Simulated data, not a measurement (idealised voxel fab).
Name of the process module below: voxel capacitor over wiring
Each square cell in cross-section cut measures 5 nm, and the section as a whole is 290 nm wide.
Cross-section = grid of square cells, listed top down in bands; band = one or more rows.
Heads up on the band format: heights come first, top then bottom, in nm. After that it's the materials left to right, each with its width in nm. A single material flagged "everywhere" fills the whole band edge to edge, and "empty" means there's empty space there.
For the purposes of this specification, 0 denotes the height below which the wafer in its as-received condition is composed wholly of one material, and the lowermost band, lacking a lower limit, extends downward without end, as expressed in "top 0, no bottom".
It should be noted that a width expressed as "30..40" varies in equal increments from row to row of cells within the band, taking the value of the first number at the top row and that of the second number at the bottom row.
For the purposes of this document, the phrase "identical to before" attached to a step denotes that no cell within the cross-section was modified by that step.
Listed in "Completely sealed voids": every empty space of 8 or more cells without an open way to the top. Form: width x height at distance, the distance being from the left edge, all in nm.
Whatever follows a step's settings on its line is a remark the simulator itself makes about that step.
overlay nm: for a step with a mask, the amount by which the mask lay right of where it was planned; a negative amount means left of it.
## This section lists the process steps that were planned
1: RECEIVE,material Si
2: CONFORMAL_DEP,material SiO2,thk nm 10
3: CONFORMAL_DEP,material SiN,thk nm 5
4: DIRECTIONAL_DEP,material SiO2,thk nm 25
5: PATTERN,tone open,mask id METAL_1,material resist,width nm 20,pitch nm 75,thk nm 15,overlay nm 0
6: DIRECTIONAL_ETCH,etch materials SiO2,depth nm 25
7: DIRECTIONAL_ETCH,etch materials SiN,depth nm 5
8: STRIP,etch materials resist
9: CONFORMAL_DEP,material TiN,thk nm 5
10: FILL_DEP,material Cu,thk nm 5
11: CMP,height nm 40
12: CONFORMAL_DEP,material SiCN,thk nm 5
13: DIRECTIONAL_DEP,material SiO2,thk nm 15
14: DIRECTIONAL_DEP,material aC,thk nm 15
15: PATTERN,tone open,mask id PLUG_1,material resist,width nm 15,thk nm 35,overlay nm 0
16: DIRECTIONAL_ETCH,etch materials aC,depth nm 15
17: STRIP,etch materials resist
18: DIRECTIONAL_ETCH,etch materials SiO2,depth nm 15
19: DIRECTIONAL_ETCH,etch materials SiCN,depth nm 5
20: STRIP,etch materials aC
21: EPI,material Ru,thk nm 10
22: EPI,material Ru,thk nm 10
23: DIRECTIONAL_DEP,material TiN,thk nm 5
24: DIRECTIONAL_DEP,material Al2O3,thk nm 5
25: DIRECTIONAL_DEP,material TiN,thk nm 5
26: MASKED_ETCH,tone cover,mask id UPPER_PLATE,width nm 60,etch materials TiN,depth nm 5,overlay nm 0
27: MASKED_ETCH,tone cover,mask id UPPER_PLATE,width nm 60,etch materials Al2O3,depth nm 5,overlay nm 0
28: MASKED_ETCH,tone cover,mask id LOWER_PLATE,width nm 70,etch materials TiN,depth nm 5,overlay nm 0
29: FILL_DEP,material SiO2,thk nm 15
30: CMP,height nm 85
31: PATTERN,tone open,mask id PLUG_2,material resist,width nm 15,thk nm 20,overlay nm -15
32: DIRECTIONAL_ETCH,etch materials SiO2,depth nm 10
33: STRIP,etch materials resist
34: CONFORMAL_DEP,material TiN,thk nm 5
35: FILL_DEP,material Ru,thk nm 5
36: CMP,height nm 85
37: CONFORMAL_DEP,material SiCN,thk nm 5
The plan shows the overlay nm of step 31 as the first wafer had it; this setting differs between the wafers, which start out alike.
## Cross-sectional view of the first of several wafers in the as-received condition, corresponding to the state following step 1
    top 0, no bottom: Si everywhere
    Completely sealed voids: none
## Cross-sectional representation of the first of several wafers at the end of the module, i.e. after its terminal step, step 37
    top 90, bottom 85: SiCN everywhere
    top 85, bottom 80: 95 SiO2  5 TiN  5 Ru  5 TiN  180 SiO2
    top 80, bottom 70: 95..100 SiO2  15..60 TiN  180..130 SiO2
    top 70, bottom 65: 100 SiO2  60 Al2O3  130 SiO2
    top 65, bottom 60: 95 SiO2  70 TiN  125 SiO2
    top 60, bottom 45: 100 SiO2  15 Ru  175 SiO2
    top 45, bottom 40: 100 SiCN  15 Ru  175 SiCN
    top 40, bottom 15: 95 SiO2  5 TiN  10 Cu  5 TiN  55 SiO2  5 TiN  10 Cu  5 TiN  100 SiO2
    top 15, bottom 10: 95 SiN  20 TiN  55 SiN  20 TiN  100 SiN
    top 10, bottom 0: SiO2 everywhere
    top 0, no bottom: Si everywhere
    Completely sealed voids: none
## Cross-section, last wafer, module completion
    top 90, bottom 85: SiCN everywhere
    top 85, bottom 80: 125 SiO2  5 TiN  5 Ru  5 TiN  150 SiO2
    top 80, bottom 70: 125..100 SiO2  15..60 TiN  150..130 SiO2
    top 70, bottom 65: 100 SiO2  60 Al2O3  130 SiO2
    top 65, bottom 60: 95 SiO2  70 TiN  125 SiO2
    top 60, bottom 45: 100 SiO2  15 Ru  175 SiO2
    top 45, bottom 40: 100 SiCN  15 Ru  175 SiCN
    top 40, bottom 15: 95 SiO2  5 TiN  10 Cu  5 TiN  55 SiO2  5 TiN  10 Cu  5 TiN  100 SiO2
    top 15, bottom 10: 95 SiN  20 TiN  55 SiN  20 TiN  100 SiN
    top 10, bottom 0: SiO2 everywhere
    top 0, no bottom: Si everywhere
    Completely sealed voids: none
## The table below has one row for each wafer; a row shows, as of the end of the module, how many cells of each material the wafer has gained, marked (+), or lost, marked (-), since it was received, and then the wafer's closed voids
overlay nm -15 | +12 Al2O3 | +20 Cu | +13 Ru | +113 SiCN | +50 SiN | +777 SiO2 | +59 TiN | Completely sealed voids: none
overlay nm -10 | +12 Al2O3 | +20 Cu | +13 Ru | +113 SiCN | +50 SiN | +777 SiO2 | +59 TiN | Completely sealed voids: none
overlay nm -5 | +12 Al2O3 | +20 Cu | +13 Ru | +113 SiCN | +50 SiN | +777 SiO2 | +59 TiN | Completely sealed voids: none
overlay nm 0 | +12 Al2O3 | +20 Cu | +13 Ru | +113 SiCN | +50 SiN | +777 SiO2 | +59 TiN | Completely sealed voids: none
overlay nm 5 | +12 Al2O3 | +20 Cu | +13 Ru | +113 SiCN | +50 SiN | +777 SiO2 | +59 TiN | Completely sealed voids: none
overlay nm 10 | +12 Al2O3 | +20 Cu | +13 Ru | +113 SiCN | +50 SiN | +777 SiO2 | +59 TiN | Completely sealed voids: none
overlay nm 15 | +12 Al2O3 | +20 Cu | +13 Ru | +113 SiCN | +50 SiN | +777 SiO2 | +59 TiN | Completely sealed voids: none
